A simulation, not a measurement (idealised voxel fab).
Process module in this document: voxel local oxidation
Section shown: cut. Width: 255 nm. Cell size: 5 nm, square.
Think of the cross-section as a grid of square cells. We describe it in bands, top to bottom, and each band covers one or more rows of those cells. Band: top height; bottom height; in nm. Then, left to right: material with width in nm, for each material. "throughout": a single material spanning edge to edge. "blank": empty space. We count height from 0. Below that, the starting wafer is all one material. The lowest band never ends at the bottom but goes on down; see "0..down" for how that is written. A two-number width, for instance "30->40", indicates that the width is equal to the first number in the top row of the band and to the second number in the bottom row, and that it changes by a constant amount per row of cells. "same as before" after a step means that no cell of the cross-section changed. You'll see "Enclosed void listing" listing empty spaces that have no way open to the top, as long as they're 8 cells or more; the notation is width x height at distance, where the distance is from the left edge, and all of it is in nm. Note: text after step settings on the step line = simulator remark on that step. Regarding "overlay nm": on a step with a mask, it is the distance the mask lay to the right of its planned place; a negative value places it to the left.
Process steps (planned):
1,RECEIVE: material Si
2,CONFORMAL_DEP: material SiO2, thk nm 5
3,CONFORMAL_DEP: material SiN, thk nm 15
4,PATTERN: tone cover, mask id ACTIVE, material resist, width nm 105, thk nm 15, overlay nm 0
5,DIRECTIONAL_ETCH: etch materials SiN, depth nm 15
6,STRIP: etch materials resist
7,SELECTIVE_ETCH: etch materials SiO2, depth nm 5
8,OXIDIZE: depth nm 10
9,STRIP: etch materials SiN
First of two wafers - as planned:
Received-state cross-section, reflecting completion of step 1:
	0..down: Si throughout
	Enclosed void listing: none
Cross-section of the wafer after step 2:
	5..0: SiO2 throughout
	Under the height 0 nothing was changed.
Cross-section of the wafer after step 3:
	20..5: SiN throughout
	Under the height 5 nothing was changed.
Cross-section of the wafer after step 4:
	35..20: blank: 75, then resist: 105, then blank: 75
	Under the height 20 nothing was changed.
Cross-section of the wafer after step 5:
	35..20: blank: 75, then resist: 105, then blank: 75
	20..5: blank: 75, then SiN: 105, then blank: 75
	Under the height 5 nothing was changed.
Cross-section of the wafer after step 6:
	20..5: blank: 75, then SiN: 105, then blank: 75
	Under the height 5 nothing was changed.
Cross-section of the wafer after step 7:
	20..5: blank: 75, then SiN: 105, then blank: 75
	5..0: blank: 80, then SiO2: 95, then blank: 80
	Under the height 0 nothing was changed.
Cross-section of the wafer after step 8:
	20..5: blank: 75, then SiN: 105, then blank: 75
	5..0: blank: 80, then SiO2: 95, then blank: 80
	0..-10: SiO2: 90, then Si: 75, then SiO2: 90
	Under the height -10 nothing was changed.
Cross-section of the wafer after step 9:
	5..0: blank: 80, then SiO2: 95, then blank: 80
	Under the height 0 nothing was changed.
The Second Wafer: Common Origin and Plan, One Mistake in Execution, Identical to the First Through Step 3:
Second wafer, cross-section, planned end of step 4:
	35..20: blank: 70, then resist: 115, then blank: 70
	Under the height 20 nothing was changed.
Second wafer, cross-section, planned end of step 5:
	35..20: blank: 70, then resist: 115, then blank: 70
	20..5: blank: 70, then SiN: 115, then blank: 70
	Under the height 5 nothing was changed.
Second wafer, cross-section, planned end of step 6:
	20..5: blank: 70, then SiN: 115, then blank: 70
	Under the height 5 nothing was changed.
Second wafer, cross-section, planned end of step 7:
	20..5: blank: 70, then SiN: 115, then blank: 70
	5..0: blank: 75, then SiO2: 105, then blank: 75
	Under the height 0 nothing was changed.
Second wafer, cross-section, planned end of step 8:
	20..5: blank: 70, then SiN: 115, then blank: 70
	5..0: blank: 75, then SiO2: 105, then blank: 75
	0..-10: SiO2: 85, then Si: 85, then SiO2: 85
	Under the height -10 nothing was changed.
Second wafer, cross-section, planned end of step 9:
	5..0: blank: 75, then SiO2: 105, then blank: 75
	Under the height 0 nothing was changed.
Where did the run depart from the plan? step 4 changed vs plan, executed as PATTERN: tone cover, mask id ACTIVE, material resist, width nm 115, thk nm 15, overlay nm 0
In the final state, the cell counts of the second wafer exceed or fall short of those of the first for the following materials: 4 more of Si, 2 fewer of SiO2
